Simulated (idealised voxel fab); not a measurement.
The document below concerns the process module designated voxel ribs on slabs.
Pictured: cross-section cut, 280 nm wide, on a grid of 5 nm square cells.
Cross-sections here: square-cell grids, written as top-down lists of bands, a band being one or more rows of cells. Look at the band entry: it leads with the top's height and the bottom's height in nm. Then it lists the materials left to right, with a width in nm for each. The word "all across" on a single material says that material fills the band edge to edge. The word "empty" is empty space. Beneath 0, the wafer as received is one material, and that level is where height counting begins. The lowest band goes on downward without a bottom; it is written like "0 and below". The notation "30->40" denotes a width that varies across the rows of cells in the band, beginning at the first number in the top row, finishing at the second number in the bottom row, and changing by an identical amount from each row to the next. Where the words "nothing was modified" appear for a step, the cross-section shows no cell changed by that step; every cell remained as before. "Sealed void listing" lists enclosed empty spaces (at least 8 cells, no open path upward to the top), each as width x height at distance from the left edge, in nm. after a step's settings: what the simulator itself notes on the step. If you see "overlay nm" on a step's line and that step has a mask, it's telling you how far right of where it was planned the mask ended up; a negative number means it went left instead.

[The planned process steps are enumerated hereunder]
1,RECEIVE: material Si
2,DIRECTIONAL_DEP: material SiO2, thk nm 25
3,DIRECTIONAL_DEP: material polySi, thk nm 25
4,MASKED_ETCH: tone cover, mask id RIB, width nm 25, etch materials polySi, depth nm 10, overlay nm 0
5,DIRECTIONAL_DEP: material aC, thk nm 15
6,PATTERN: tone cover, mask id SLAB, material resist, width nm 55, thk nm 35, overlay nm 0
7,DIRECTIONAL_ETCH: etch materials aC, depth nm 15
8,STRIP: etch materials resist
9,DIRECTIONAL_ETCH: etch materials polySi, depth nm 15
10,STRIP: etch materials aC
11,FILL_DEP: material SiO2, thk nm 15
12,CMP: height nm 60
13,DIRECTIONAL_DEP: material TiN, thk nm 10
14,MASKED_ETCH: tone cover, mask id HEATER, width nm 35, etch materials TiN, depth nm 10, overlay nm 0
15,CONFORMAL_DEP: material SiN, thk nm 5

[As-received wafer cross-section (after step 1)]
0 and below | Si all across
Sealed void listing: none

[Same starting wafer, same plan as above, one mistake in the execution; this is the cross-section at the end of the module]
70 down to 65 | empty 115 nm, then SiN 45 nm, then empty 120 nm
65 down to 60 | SiN 120 nm, then TiN 35 nm, then SiN 125 nm
60 down to 50 | SiO2 all across
50 down to 40 | SiO2 125 nm, then polySi 25 nm, then SiO2 130 nm
40 down to 25 | SiO2 110 nm, then polySi 55 nm, then SiO2 115 nm
25 down to 0 | SiO2 all across
0 and below | Si all across
Sealed void listing: none
What was the processing mistake? step 13 off recipe, ran as DIRECTIONAL_DEP: material TiN, thk nm 5
